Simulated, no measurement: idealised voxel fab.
Module name: voxel trench capacitor (process module)
Section cut is 175 nm wide and gridded with 5 nm square cells.
Reading order for cross-sections: top band down to bottom band. Underlying form: a grid of square cells. Band size: one or more rows of cells.
For a band, the entry starts with two heights in nm, that of the top and then that of the bottom, and carries on with the band's materials in order from left to right, each alongside its width in nm; the word "all across" beside a single material means it fills the band edge to edge, and "empty" means empty space.
Heads up on the height convention: 0 is the point under which the incoming wafer is all one material, and the lowest band has no bottom, it just keeps going down, like "0 -> down".
A two-number width, for instance "30->40", indicates that the width is equal to the first number in the top row of the band and to the second number in the bottom row, and that it changes by a constant amount per row of cells.
You'll sometimes find "stayed the same" written for a step, and that's the way of saying that nowhere in the cross-section did a cell change during that step.
Reported under the label "Sealed void inventory" are the empty spaces having no open way to the top and comprising 8 cells or more; the notation for each is width x height at distance, in which the distance is measured from the left edge and all three values are in nm.
after a step's settings: what the simulator itself notes on the step
You can add "overlay nm" to a step's line. For a step with a mask, it describes how far the mask lay to the right of its planned position, and a negative number describes a lay to the left.
-- Process steps - plan
| 1 | RECEIVE,material Si |
| 2 | CONFORMAL_DEP,material SiN,thk nm 10 |
| 3 | PATTERN,tone open,mask id TRENCH,material resist,width nm 25,pitch nm 45,thk nm 15,overlay nm 0 |
| 4 | DIRECTIONAL_ETCH,etch materials SiN,depth nm 10 |
| 5 | DIRECTIONAL_ETCH,etch materials Si,depth nm 40 |
| 6 | STRIP,etch materials resist |
| 7 | CONFORMAL_DEP,material HfO2,thk nm 5 |
| 8 | CONFORMAL_DEP,material TiN,thk nm 5 |
| 9 | FILL_DEP,material W,thk nm 5 |
| 10 | CMP,height nm 10 |
-- Cross-section of the wafer upon arrival, representing the state reached after step 1
  0 -> down = Si all across
  Sealed void inventory: none
-- Wafer cross-section at module end: first of two, run to plan
  10 -> 0 = SiN 50 nm, then HfO2 5 nm, then TiN 5 nm, then W 5 nm, then TiN 5 nm, then HfO2 5 nm, then SiN 20 nm, then HfO2 5 nm, then TiN 5 nm, then W 5 nm, then TiN 5 nm, then HfO2 5 nm, then SiN 55 nm
  0 -> -30 = Si 50 nm, then HfO2 5 nm, then TiN 5 nm, then W 5 nm, then TiN 5 nm, then HfO2 5 nm, then Si 20 nm, then HfO2 5 nm, then TiN 5 nm, then W 5 nm, then TiN 5 nm, then HfO2 5 nm, then Si 55 nm
  -30 -> -35 = Si 50 nm, then HfO2 5 nm, then TiN 15 nm, then HfO2 5 nm, then Si 20 nm, then HfO2 5 nm, then TiN 15 nm, then HfO2 5 nm, then Si 55 nm
  -35 -> -40 = Si 50 nm, then HfO2 25 nm, then Si 20 nm, then HfO2 25 nm, then Si 55 nm
  -40 -> down = Si all across
  Sealed void inventory: none
-- Here is the second of the two wafers cut open at the end of the module - same start, same plan as the first one, but we made one mistake running it
  10 -> 0 = SiN 55 nm, then HfO2 5 nm, then TiN 10 nm, then HfO2 5 nm, then SiN 25 nm, then HfO2 5 nm, then TiN 10 nm, then HfO2 5 nm, then SiN 55 nm
  0 -> -35 = Si 55 nm, then HfO2 5 nm, then TiN 10 nm, then HfO2 5 nm, then Si 25 nm, then HfO2 5 nm, then TiN 10 nm, then HfO2 5 nm, then Si 55 nm
  -35 -> -40 = Si 55 nm, then HfO2 20 nm, then Si 25 nm, then HfO2 20 nm, then Si 55 nm
  -40 -> down = Si all across
  Sealed void inventory: none
Diagnosis: step 3 changed vs plan, executed as PATTERN,tone open,mask id TRENCH,material resist,width nm 20,pitch nm 45,thk nm 15,overlay nm 0
Materials where the second wafer ends with more or fewer cells than the first: 2 fewer of HfO2, 16 more of Si, 4 more of SiN, 2 fewer of TiN, 16 fewer of W
